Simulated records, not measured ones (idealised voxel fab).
The process module that follows is named voxel self aligned contacts.
The cross-section on display is named cut; it measures 260 nm wide, and its cells are 5 nm squares.
Cross-section format: a grid of square cells, given as bands from top to bottom; each band is one or more rows of cells.
Top, bottom (nm), then materials left to right with widths (nm); lone material tagged "full width" fills the whole band edge to edge; "empty" = empty space.
Counting heights begins at 0, where everything beneath is, in the wafer as received, one material. The lowest band has no bottom; it goes on downwards, as "z 0 and below" shows.
Width "30 to 40": first value at the band's top row of cells, second value at its bottom row, equal change from row to row.
You'll sometimes find "remained the same" written for a step, and that's the way of saying that nowhere in the cross-section did a cell change during that step.
The list in "Entrapped voids" covers empty spaces of 8 cells or more that cannot reach the top through any open way, and it gives each as width x height at distance; the distance is from the left edge, and width, height and distance are in nm.
Text after the settings on a step's line: the simulator's own remark on that step.
What "overlay nm" on a step's line means: if the step has a mask, that mask lay this far to the right of its planned place, or, when the value is negative, to the left.
Read the rest as pairs. Take the cross-section before one process step, then the cross-section after it, which shows only down to the lowest band that changed. Under the pair, find the step between them and its settings. Bear in mind that pairs may come from different runs of this module on the same starting wafer: link a pair to the pair above it only where its entry headed "Pre-step snapshot" says to.

**Pre-step snapshot**
z 50 to 45  70 nm SiO2  45 nm empty  25 nm SiO2  45 nm empty  75 nm SiO2
z 45 to 35  35 nm SiO2  45 nm SiN  25 nm empty  45 nm SiN  25 nm empty  45 nm SiN  40 nm SiO2
z 35 to 30  SiN full width
z 30 to 0  polySi full width
z 0 to -5  SiO2 full width
z -5 and below  Si full width
Entrapped voids: none

**Resultant Cross-Section**
z 55 to 50  75 nm TiN  35 nm empty  35 nm TiN  35 nm empty  80 nm TiN
z 50 to 45  70 nm SiO2  15 nm TiN  15 nm empty  15 nm TiN  25 nm SiO2  15 nm TiN  15 nm empty  15 nm TiN  75 nm SiO2
z 45 to 40  35 nm SiO2  45 nm SiN  5 nm TiN  15 nm empty  5 nm TiN  45 nm SiN  5 nm TiN  15 nm empty  5 nm TiN  45 nm SiN  40 nm SiO2
z 40 to 35  35 nm SiO2  45 nm SiN  25 nm TiN  45 nm SiN  25 nm TiN  45 nm SiN  40 nm SiO2
No changes below 35.
Entrapped voids: none
Which operation lies between the before and after views above? CONFORMAL_DEP (material TiN; thk nm 5)

Pre-step snapshot: For the state before this step, see the after cross-section of the pair located directly above.

**Resultant Cross-Section**
z 65 to 55  Ru full width
z 55 to 50  75 nm TiN  35 nm Ru  35 nm TiN  35 nm Ru  80 nm TiN
z 50 to 45  70 nm SiO2  15 nm TiN  15 nm Ru  15 nm TiN  25 nm SiO2  15 nm TiN  15 nm Ru  15 nm TiN  75 nm SiO2
z 45 to 40  35 nm SiO2  45 nm SiN  5 nm TiN  15 nm Ru  5 nm TiN  45 nm SiN  5 nm TiN  15 nm Ru  5 nm TiN  45 nm SiN  40 nm SiO2
No changes below 40.
Entrapped voids: none
Which operation lies between the before and after views above? FILL_DEP (material Ru; thk nm 10)

Pre-step snapshot: For the state before this step, see the after cross-section of the pair located directly above.

**Resultant Cross-Section**
z 50 to 45  70 nm SiO2  15 nm TiN  15 nm Ru  15 nm TiN  25 nm SiO2  15 nm TiN  15 nm Ru  15 nm TiN  75 nm SiO2
No changes below 45.
Entrapped voids: none
Which operation lies between the before and after views above? CMP (height nm 50)

Pre-step snapshot: For the state before this step, see the after cross-section of the pair located directly above.

**Resultant Cross-Section**
z 55 to 50  SiCN full width
No changes below 50.
Entrapped voids: none
Which operation lies between the before and after views above? CONFORMAL_DEP (material SiCN; thk nm 5)

**Pre-step snapshot**
z 45 to 30  40 nm empty  35 nm SiN  35 nm empty  35 nm SiN  35 nm empty  35 nm SiN  45 nm empty
z 30 to 0  polySi full width
z 0 to -5  SiO2 full width
z -5 and below  Si full width
Entrapped voids: none

**Resultant Cross-Section**
z 45 to 30  40 nm empty  35 nm SiN  35 nm empty  35 nm SiN  35 nm empty  35 nm SiN  45 nm empty
z 30 to 0  35 nm empty  45 nm polySi  25 nm empty  45 nm polySi  25 nm empty  45 nm polySi  40 nm empty
No changes below 0.
Entrapped voids: none
Which operation lies between the before and after views above? MASKED_ETCH (tone cover; mask id GATE; width nm 45; pitch nm 70; etch materials polySi; depth nm 30; overlay nm 0)

Pre-step snapshot: For the state before this step, see the after cross-section of the pair located directly above.

**Resultant Cross-Section**
z 50 to 35  35 nm empty  45 nm SiN  25 nm empty  45 nm SiN  25 nm empty  45 nm SiN  40 nm empty
z 35 to 30  30 nm empty  55 nm SiN  15 nm empty  55 nm SiN  15 nm empty  55 nm SiN  35 nm empty
z 30 to 5  30 nm empty  5 nm SiN  45 nm polySi  5 nm SiN  15 nm empty  5 nm SiN  45 nm polySi  5 nm SiN  15 nm empty  5 nm SiN  45 nm polySi  5 nm SiN  35 nm empty
z 5 to 0  35 nm SiN  45 nm polySi  25 nm SiN  45 nm polySi  25 nm SiN  45 nm polySi  40 nm SiN
No changes below 0.
Entrapped voids: none
Which operation lies between the before and after views above? CONFORMAL_DEP (material SiN; thk nm 5)

Pre-step snapshot: For the state before this step, see the after cross-section of the pair located directly above.

**Resultant Cross-Section**
z 45 to 30  35 nm empty  45 nm SiN  25 nm empty  45 nm SiN  25 nm empty  45 nm SiN  40 nm empty
z 30 to 0  30 nm empty  5 nm SiN  45 nm polySi  5 nm SiN  15 nm empty  5 nm SiN  45 nm polySi  5 nm SiN  15 nm empty  5 nm SiN  45 nm polySi  5 nm SiN  35 nm empty
No changes below 0.
Entrapped voids: none
Which operation lies between the before and after views above? DIRECTIONAL_ETCH (etch materials SiN; depth nm 5)

Pre-step snapshot: For the state before this step, see the after cross-section of the pair located directly above.

**Resultant Cross-Section**
z 60 to 45  SiO2 full width
z 45 to 30  35 nm SiO2  45 nm SiN  25 nm SiO2  45 nm SiN  25 nm SiO2  45 nm SiN  40 nm SiO2
z 30 to 0  30 nm SiO2  5 nm SiN  45 nm polySi  5 nm SiN  15 nm SiO2  5 nm SiN  45 nm polySi  5 nm SiN  15 nm SiO2  5 nm SiN  45 nm polySi  5 nm SiN  35 nm SiO2
No changes below 0.
Entrapped voids: none
Which operation lies between the before and after views above? FILL_DEP (material SiO2; thk nm 15)

Pre-step snapshot: For the state before this step, see the after cross-section of the pair located directly above.

**Resultant Cross-Section**
z 50 to 45  SiO2 full width
No changes below 45.
Entrapped voids: none
Which operation lies between the before and after views above? CMP (height nm 50)

Pre-step snapshot: For the state before this step, see the after cross-section of the pair located directly above.

**Resultant Cross-Section**
z 65 to 50  70 nm resist  45 nm empty  25 nm resist  45 nm empty  75 nm resist
No changes below 50.
Entrapped voids: none
Which operation lies between the before and after views above? PATTERN (tone open; mask id CONTACT; material resist; width nm 45; pitch nm 70; thk nm 15; overlay nm 0)

Pre-step snapshot: For the state before this step, see the after cross-section of the pair located directly above.

**Resultant Cross-Section**
z 65 to 50  70 nm resist  45 nm empty  25 nm resist  45 nm empty  75 nm resist
z 50 to 45  70 nm SiO2  45 nm empty  25 nm SiO2  45 nm empty  75 nm SiO2
z 45 to 30  35 nm SiO2  45 nm SiN  25 nm empty  45 nm SiN  25 nm empty  45 nm SiN  40 nm SiO2
z 30 to 0  30 nm SiO2  5 nm SiN  45 nm polySi  5 nm SiN  15 nm empty  5 nm SiN  45 nm polySi  5 nm SiN  15 nm empty  5 nm SiN  45 nm polySi  5 nm SiN  35 nm SiO2
z 0 to -5  85 nm SiO2  15 nm empty  55 nm SiO2  15 nm empty  90 nm SiO2
No changes below -5.
Entrapped voids: none
Which operation lies between the before and after views above? DIRECTIONAL_ETCH (etch materials SiO2; depth nm 55)

Pre-step snapshot: For the state before this step, see the after cross-section of the pair located directly above.

**Resultant Cross-Section**
z 50 to 45  70 nm SiO2  45 nm empty  25 nm SiO2  45 nm empty  75 nm SiO2
No changes below 45.
Entrapped voids: none
Which operation lies between the before and after views above? STRIP (etch materials resist)

Pre-step snapshot: For the state before this step, see the after cross-section of the pair located directly above.

**Resultant Cross-Section**
z 55 to 50  75 nm TiN  35 nm empty  35 nm TiN  35 nm empty  80 nm TiN
z 50 to 45  70 nm SiO2  15 nm TiN  15 nm empty  15 nm TiN  25 nm SiO2  15 nm TiN  15 nm empty  15 nm TiN  75 nm SiO2
z 45 to 35  35 nm SiO2  45 nm SiN  5 nm TiN  15 nm empty  5 nm TiN  45 nm SiN  5 nm TiN  15 nm empty  5 nm TiN  45 nm SiN  40 nm SiO2
z 35 to 30  35 nm SiO2  45 nm SiN  10 nm TiN  5 nm empty  10 nm TiN  45 nm SiN  10 nm TiN  5 nm empty  10 nm TiN  45 nm SiN  40 nm SiO2
z 30 to 0  30 nm SiO2  5 nm SiN  45 nm polySi  5 nm SiN  5 nm TiN  5 nm empty  5 nm TiN  5 nm SiN  45 nm polySi  5 nm SiN  5 nm TiN  5 nm empty  5 nm TiN  5 nm SiN  45 nm polySi  5 nm SiN  35 nm SiO2
z 0 to -5  85 nm SiO2  15 nm TiN  55 nm SiO2  15 nm TiN  90 nm SiO2
No changes below -5.
Entrapped voids: none
Which operation lies between the before and after views above? CONFORMAL_DEP (material TiN; thk nm 5)

Pre-step snapshot: For the state before this step, see the after cross-section of the pair located directly above.

**Resultant Cross-Section**
z 65 to 55  Ru full width
z 55 to 50  75 nm TiN  35 nm Ru  35 nm TiN  35 nm Ru  80 nm TiN
z 50 to 45  70 nm SiO2  15 nm TiN  15 nm Ru  15 nm TiN  25 nm SiO2  15 nm TiN  15 nm Ru  15 nm TiN  75 nm SiO2
z 45 to 35  35 nm SiO2  45 nm SiN  5 nm TiN  15 nm Ru  5 nm TiN  45 nm SiN  5 nm TiN  15 nm Ru  5 nm TiN  45 nm SiN  40 nm SiO2
z 35 to 30  35 nm SiO2  45 nm SiN  10 nm TiN  5 nm Ru  10 nm TiN  45 nm SiN  10 nm TiN  5 nm Ru  10 nm TiN  45 nm SiN  40 nm SiO2
z 30 to 0  30 nm SiO2  5 nm SiN  45 nm polySi  5 nm SiN  5 nm TiN  5 nm Ru  5 nm TiN  5 nm SiN  45 nm polySi  5 nm SiN  5 nm TiN  5 nm Ru  5 nm TiN  5 nm SiN  45 nm polySi  5 nm SiN  35 nm SiO2
No changes below 0.
Entrapped voids: none
Which operation lies between the before and after views above? FILL_DEP (material Ru; thk nm 10)

Pre-step snapshot: For the state before this step, see the after cross-section of the pair located directly above.

**Resultant Cross-Section**
z 50 to 45  70 nm SiO2  15 nm TiN  15 nm Ru  15 nm TiN  25 nm SiO2  15 nm TiN  15 nm Ru  15 nm TiN  75 nm SiO2
No changes below 45.
Entrapped voids: none
Which operation lies between the before and after views above? CMP (height nm 50)

Pre-step snapshot: For the state before this step, see the after cross-section of the pair located directly above.

**Resultant Cross-Section**
z 55 to 50  SiCN full width
No changes below 50.
Entrapped voids: none
Which operation lies between the before and after views above? CONFORMAL_DEP (material SiCN; thk nm 5)

**Pre-step snapshot**
z 50 to 45  SiO2 full width
z 45 to 30  35 nm SiO2  45 nm SiN  25 nm SiO2  45 nm SiN  25 nm SiO2  45 nm SiN  40 nm SiO2
z 30 to 0  35 nm SiO2  5 nm SiN  35 nm polySi  5 nm SiN  25 nm SiO2  5 nm SiN  35 nm polySi  5 nm SiN  25 nm SiO2  5 nm SiN  35 nm polySi  5 nm SiN  40 nm SiO2
z 0 to -5  SiO2 full width
z -5 and below  Si full width
Entrapped voids: none

**Resultant Cross-Section**
z 65 to 50  80 nm resist  45 nm empty  25 nm resist  45 nm empty  65 nm resist
No changes below 50.
Entrapped voids: none
Which operation lies between the before and after views above? PATTERN (tone open; mask id CONTACT; material resist; width nm 45; pitch nm 70; thk nm 15; overlay nm 10)

Pre-step snapshot: For the state before this step, see the after cross-section of the pair located directly above.

**Resultant Cross-Section**
z 65 to 50  80 nm resist  45 nm empty  25 nm resist  45 nm empty  65 nm resist
z 50 to 45  80 nm SiO2  45 nm empty  25 nm SiO2  45 nm empty  65 nm SiO2
z 45 to 30  35 nm SiO2  45 nm SiN  25 nm empty  45 nm SiN  25 nm empty  45 nm SiN  40 nm SiO2
z 30 to 0  35 nm SiO2  5 nm SiN  35 nm polySi  5 nm SiN  25 nm empty  5 nm SiN  35 nm polySi  5 nm SiN  25 nm empty  5 nm SiN  35 nm polySi  5 nm SiN  40 nm SiO2
z 0 to -5  80 nm SiO2  25 nm empty  45 nm SiO2  25 nm empty  85 nm SiO2
No changes below -5.
Entrapped voids: none
Which operation lies between the before and after views above? DIRECTIONAL_ETCH (etch materials SiO2; depth nm 55)

Pre-step snapshot: For the state before this step, see the after cross-section of the pair located directly above.

**Resultant Cross-Section**
z 50 to 45  80 nm SiO2  45 nm empty  25 nm SiO2  45 nm empty  65 nm SiO2
No changes below 45.
Entrapped voids: none
Which operation lies between the before and after views above? STRIP (etch materials resist)

Pre-step snapshot: For the state before this step, see the after cross-section of the pair located directly above.

**Resultant Cross-Section**
z 55 to 50  85 nm TiN  35 nm empty  35 nm TiN  35 nm empty  70 nm TiN
z 50 to 45  80 nm SiO2  5 nm TiN  15 nm empty  25 nm TiN  25 nm SiO2  5 nm TiN  15 nm empty  25 nm TiN  65 nm SiO2
z 45 to 30  35 nm SiO2  45 nm SiN  5 nm TiN  15 nm empty  5 nm TiN  45 nm SiN  5 nm TiN  15 nm empty  5 nm TiN  45 nm SiN  40 nm SiO2
z 30 to 0  35 nm SiO2  5 nm SiN  35 nm polySi  5 nm SiN  5 nm TiN  15 nm empty  5 nm TiN  5 nm SiN  35 nm polySi  5 nm SiN  5 nm TiN  15 nm empty  5 nm TiN  5 nm SiN  35 nm polySi  5 nm SiN  40 nm SiO2
z 0 to -5  80 nm SiO2  25 nm TiN  45 nm SiO2  25 nm TiN  85 nm SiO2
No changes below -5.
Entrapped voids: none
Which operation lies between the before and after views above? CONFORMAL_DEP (material TiN; thk nm 5)

Pre-step snapshot: For the state before this step, see the after cross-section of the pair located directly above.

**Resultant Cross-Section**
z 65 to 55  Ru full width
z 55 to 50  85 nm TiN  35 nm Ru  35 nm TiN  35 nm Ru  70 nm TiN
z 50 to 45  80 nm SiO2  5 nm TiN  15 nm Ru  25 nm TiN  25 nm SiO2  5 nm TiN  15 nm Ru  25 nm TiN  65 nm SiO2
z 45 to 30  35 nm SiO2  45 nm SiN  5 nm TiN  15 nm Ru  5 nm TiN  45 nm SiN  5 nm TiN  15 nm Ru  5 nm TiN  45 nm SiN  40 nm SiO2
z 30 to 0  35 nm SiO2  5 nm SiN  35 nm polySi  5 nm SiN  5 nm TiN  15 nm Ru  5 nm TiN  5 nm SiN  35 nm polySi  5 nm SiN  5 nm TiN  15 nm Ru  5 nm TiN  5 nm SiN  35 nm polySi  5 nm SiN  40 nm SiO2
No changes below 0.
Entrapped voids: none
Which operation lies between the before and after views above? FILL_DEP (material Ru; thk nm 10)

Pre-step snapshot: For the state before this step, see the after cross-section of the pair located directly above.

**Resultant Cross-Section**
z 50 to 45  80 nm SiO2  5 nm TiN  15 nm Ru  25 nm TiN  25 nm SiO2  5 nm TiN  15 nm Ru  25 nm TiN  65 nm SiO2
No changes below 45.
Entrapped voids: none
Which operation lies between the before and after views above? CMP (height nm 50)

Pre-step snapshot: For the state before this step, see the after cross-section of the pair located directly above.

**Resultant Cross-Section**
z 55 to 50  SiCN full width
No changes below 50.
Entrapped voids: none
Which operation lies between the before and after views above? CONFORMAL_DEP (material SiCN; thk nm 5)

**Pre-step snapshot**
z 0 to -5  SiO2 full width
z -5 and below  Si full width
Entrapped voids: none

**Resultant Cross-Section**
z 30 to 0  SiN full width
No changes below 0.
Entrapped voids: none
Which operation lies between the before and after views above? DIRECTIONAL_DEP (material SiN; thk nm 30)

Pre-step snapshot: For the state before this step, see the after cross-section of the pair located directly above.

**Resultant Cross-Section**
z 45 to 0  SiN full width
No changes below 0.
Entrapped voids: none
Which operation lies between the before and after views above? DIRECTIONAL_DEP (material SiN; thk nm 15)

Pre-step snapshot: For the state before this step, see the after cross-section of the pair located directly above.

**Resultant Cross-Section**
z 45 to 30  40 nm empty  35 nm SiN  35 nm empty  35 nm SiN  35 nm empty  35 nm SiN  45 nm empty
No changes below 30.
Entrapped voids: none
Which operation lies between the before and after views above? MASKED_ETCH (tone cover; mask id GATE; width nm 35; pitch nm 70; etch materials SiN; depth nm 15; overlay nm 0)

Pre-step snapshot: For the state before this step, see the after cross-section of the pair located directly above.

**Resultant Cross-Section**
z 50 to 35  35 nm empty  45 nm SiN  25 nm empty  45 nm SiN  25 nm empty  45 nm SiN  40 nm empty
z 35 to 0  SiN full width
No changes below 0.
Entrapped voids: none
Which operation lies between the before and after views above? CONFORMAL_DEP (material SiN; thk nm 5)

Pre-step snapshot: For the state before this step, see the after cross-section of the pair located directly above.

**Resultant Cross-Section**
z 45 to 30  35 nm empty  45 nm SiN  25 nm empty  45 nm SiN  25 nm empty  45 nm SiN  40 nm empty
No changes below 30.
Entrapped voids: none
Which operation lies between the before and after views above? DIRECTIONAL_ETCH (etch materials SiN; depth nm 5)

Pre-step snapshot: For the state before this step, see the after cross-section of the pair located directly above.

**Resultant Cross-Section**
z 60 to 45  SiO2 full width
z 45 to 30  35 nm SiO2  45 nm SiN  25 nm SiO2  45 nm SiN  25 nm SiO2  45 nm SiN  40 nm SiO2
No changes below 30.
Entrapped voids: none
Which operation lies between the before and after views above? FILL_DEP (material SiO2; thk nm 15)

Pre-step snapshot: For the state before this step, see the after cross-section of the pair located directly above.

**Resultant Cross-Section**
z 50 to 45  SiO2 full width
No changes below 45.
Entrapped voids: none
Which operation lies between the before and after views above? CMP (height nm 50)

Pre-step snapshot: For the state before this step, see the after cross-section of the pair located directly above.

**Resultant Cross-Section**
z 65 to 50  70 nm resist  45 nm empty  25 nm resist  45 nm empty  75 nm resist
No changes below 50.
Entrapped voids: none
Which operation lies between the before and after views above? PATTERN (tone open; mask id CONTACT; material resist; width nm 45; pitch nm 70; thk nm 15; overlay nm 0)

Pre-step snapshot: For the state before this step, see the after cross-section of the pair located directly above.

**Resultant Cross-Section**
z 65 to 50  70 nm resist  45 nm empty  25 nm resist  45 nm empty  75 nm resist
z 50 to 45  70 nm SiO2  45 nm empty  25 nm SiO2  45 nm empty  75 nm SiO2
z 45 to 30  35 nm SiO2  45 nm SiN  25 nm empty  45 nm SiN  25 nm empty  45 nm SiN  40 nm SiO2
No changes below 30.
Entrapped voids: none
Which operation lies between the before and after views above? DIRECTIONAL_ETCH (etch materials SiO2; depth nm 55)

Pre-step snapshot: For the state before this step, see the after cross-section of the pair located directly above.

**Resultant Cross-Section**
z 50 to 45  70 nm SiO2  45 nm empty  25 nm SiO2  45 nm empty  75 nm SiO2
No changes below 45.
Entrapped voids: none
Which operation lies between the before and after views above? STRIP (etch materials resist)

Pre-step snapshot: For the state before this step, see the after cross-section of the pair located directly above.

**Resultant Cross-Section**
z 55 to 50  75 nm TiN  35 nm empty  35 nm TiN  35 nm empty  80 nm TiN
z 50 to 45  70 nm SiO2  15 nm TiN  15 nm empty  15 nm TiN  25 nm SiO2  15 nm TiN  15 nm empty  15 nm TiN  75 nm SiO2
z 45 to 35  35 nm SiO2  45 nm SiN  5 nm TiN  15 nm empty  5 nm TiN  45 nm SiN  5 nm TiN  15 nm empty  5 nm TiN  45 nm SiN  40 nm SiO2
z 35 to 30  35 nm SiO2  45 nm SiN  25 nm TiN  45 nm SiN  25 nm TiN  45 nm SiN  40 nm SiO2
No changes below 30.
Entrapped voids: none
Which operation lies between the before and after views above? CONFORMAL_DEP (material TiN; thk nm 5)

Pre-step snapshot: For the state before this step, see the after cross-section of the pair located directly above.

**Resultant Cross-Section**
z 65 to 55  Ru full width
z 55 to 50  75 nm TiN  35 nm Ru  35 nm TiN  35 nm Ru  80 nm TiN
z 50 to 45  70 nm SiO2  15 nm TiN  15 nm Ru  15 nm TiN  25 nm SiO2  15 nm TiN  15 nm Ru  15 nm TiN  75 nm SiO2
z 45 to 35  35 nm SiO2  45 nm SiN  5 nm TiN  15 nm Ru  5 nm TiN  45 nm SiN  5 nm TiN  15 nm Ru  5 nm TiN  45 nm SiN  40 nm SiO2
No changes below 35.
Entrapped voids: none
Which operation lies between the before and after views above? FILL_DEP (material Ru; thk nm 10)

Pre-step snapshot: For the state before this step, see the after cross-section of the pair located directly above.

**Resultant Cross-Section**
z 50 to 45  70 nm SiO2  15 nm TiN  15 nm Ru  15 nm TiN  25 nm SiO2  15 nm TiN  15 nm Ru  15 nm TiN  75 nm SiO2
No changes below 45.
Entrapped voids: none
Which operation lies between the before and after views above? CMP (height nm 50)

Pre-step snapshot: For the state before this step, see the after cross-section of the pair located directly above.

**Resultant Cross-Section**
z 55 to 50  SiCN full width
No changes below 50.
Entrapped voids: none
Which operation lies between the before and after views above? CONFORMAL_DEP (material SiCN; thk nm 5)

**Pre-step snapshot**
z 45 to 30  SiN full width
z 30 to 0  polySi full width
z 0 to -5  SiO2 full width
z -5 and below  Si full width
Entrapped voids: none

**Resultant Cross-Section**
z 45 to 30  40 nm SiN  35 nm empty  35 nm SiN  35 nm empty  35 nm SiN  35 nm empty  45 nm SiN
No changes below 30.
Entrapped voids: none
Which operation lies between the before and after views above? MASKED_ETCH (tone open; mask id GATE; width nm 35; pitch nm 70; etch materials SiN; depth nm 15; overlay nm 0)

Pre-step snapshot: For the state before this step, see the after cross-section of the pair located directly above.

**Resultant Cross-Section**
z 50 to 35  45 nm SiN  25 nm empty  45 nm SiN  25 nm empty  45 nm SiN  25 nm empty  50 nm SiN
z 35 to 30  SiN full width
No changes below 30.
Entrapped voids: none
Which operation lies between the before and after views above? CONFORMAL_DEP (material SiN; thk nm 5)

Pre-step snapshot: For the state before this step, see the after cross-section of the pair located directly above.

**Resultant Cross-Section**
z 45 to 30  45 nm SiN  25 nm empty  45 nm SiN  25 nm empty  45 nm SiN  25 nm empty  50 nm SiN
No changes below 30.
Entrapped voids: none
Which operation lies between the before and after views above? DIRECTIONAL_ETCH (etch materials SiN; depth nm 5)

Pre-step snapshot: For the state before this step, see the after cross-section of the pair located directly above.

**Resultant Cross-Section**
z 60 to 45  SiO2 full width
z 45 to 30  45 nm SiN  25 nm SiO2  45 nm SiN  25 nm SiO2  45 nm SiN  25 nm SiO2  50 nm SiN
No changes below 30.
Entrapped voids: none
Which operation lies between the before and after views above? FILL_DEP (material SiO2; thk nm 15)

Pre-step snapshot: For the state before this step, see the after cross-section of the pair located directly above.

**Resultant Cross-Section**
z 50 to 45  SiO2 full width
No changes below 45.
Entrapped voids: none
Which operation lies between the before and after views above? CMP (height nm 50)

Pre-step snapshot: For the state before this step, see the after cross-section of the pair located directly above.

**Resultant Cross-Section**
z 65 to 50  70 nm resist  45 nm empty  25 nm resist  45 nm empty  75 nm resist
No changes below 50.
Entrapped voids: none
Which operation lies between the before and after views above? PATTERN (tone open; mask id CONTACT; material resist; width nm 45; pitch nm 70; thk nm 15; overlay nm 0)

Pre-step snapshot: For the state before this step, see the after cross-section of the pair located directly above.

**Resultant Cross-Section**
z 65 to 50  70 nm resist  45 nm empty  25 nm resist  45 nm empty  75 nm resist
z 50 to 45  70 nm SiO2  45 nm empty  25 nm SiO2  45 nm empty  75 nm SiO2
No changes below 45.
Entrapped voids: none
Which operation lies between the before and after views above? DIRECTIONAL_ETCH (etch materials SiO2; depth nm 55)

Pre-step snapshot: For the state before this step, see the after cross-section of the pair located directly above.

**Resultant Cross-Section**
z 50 to 45  70 nm SiO2  45 nm empty  25 nm SiO2  45 nm empty  75 nm SiO2
No changes below 45.
Entrapped voids: none
Which operation lies between the before and after views above? STRIP (etch materials resist)

Pre-step snapshot: For the state before this step, see the after cross-section of the pair located directly above.

**Resultant Cross-Section**
z 55 to 50  75 nm TiN  35 nm empty  35 nm TiN  35 nm empty  80 nm TiN
z 50 to 45  70 nm SiO2  45 nm TiN  25 nm SiO2  45 nm TiN  75 nm SiO2
No changes below 45.
Entrapped voids: none
Which operation lies between the before and after views above? CONFORMAL_DEP (material TiN; thk nm 5)

Pre-step snapshot: For the state before this step, see the after cross-section of the pair located directly above.

**Resultant Cross-Section**
z 65 to 55  Ru full width
z 55 to 50  75 nm TiN  35 nm Ru  35 nm TiN  35 nm Ru  80 nm TiN
No changes below 50.
Entrapped voids: none
Which operation lies between the before and after views above? FILL_DEP (material Ru; thk nm 10)

Pre-step snapshot: For the state before this step, see the after cross-section of the pair located directly above.

**Resultant Cross-Section**
z 50 to 45  70 nm SiO2  45 nm TiN  25 nm SiO2  45 nm TiN  75 nm SiO2
No changes below 45.
Entrapped voids: none
Which operation lies between the before and after views above? CMP (height nm 50)

Pre-step snapshot: For the state before this step, see the after cross-section of the pair located directly above.

**Resultant Cross-Section**
z 55 to 50  SiCN full width
No changes below 50.
Entrapped voids: none
Which operation lies between the before and after views above? CONFORMAL_DEP (material SiCN; thk nm 5)
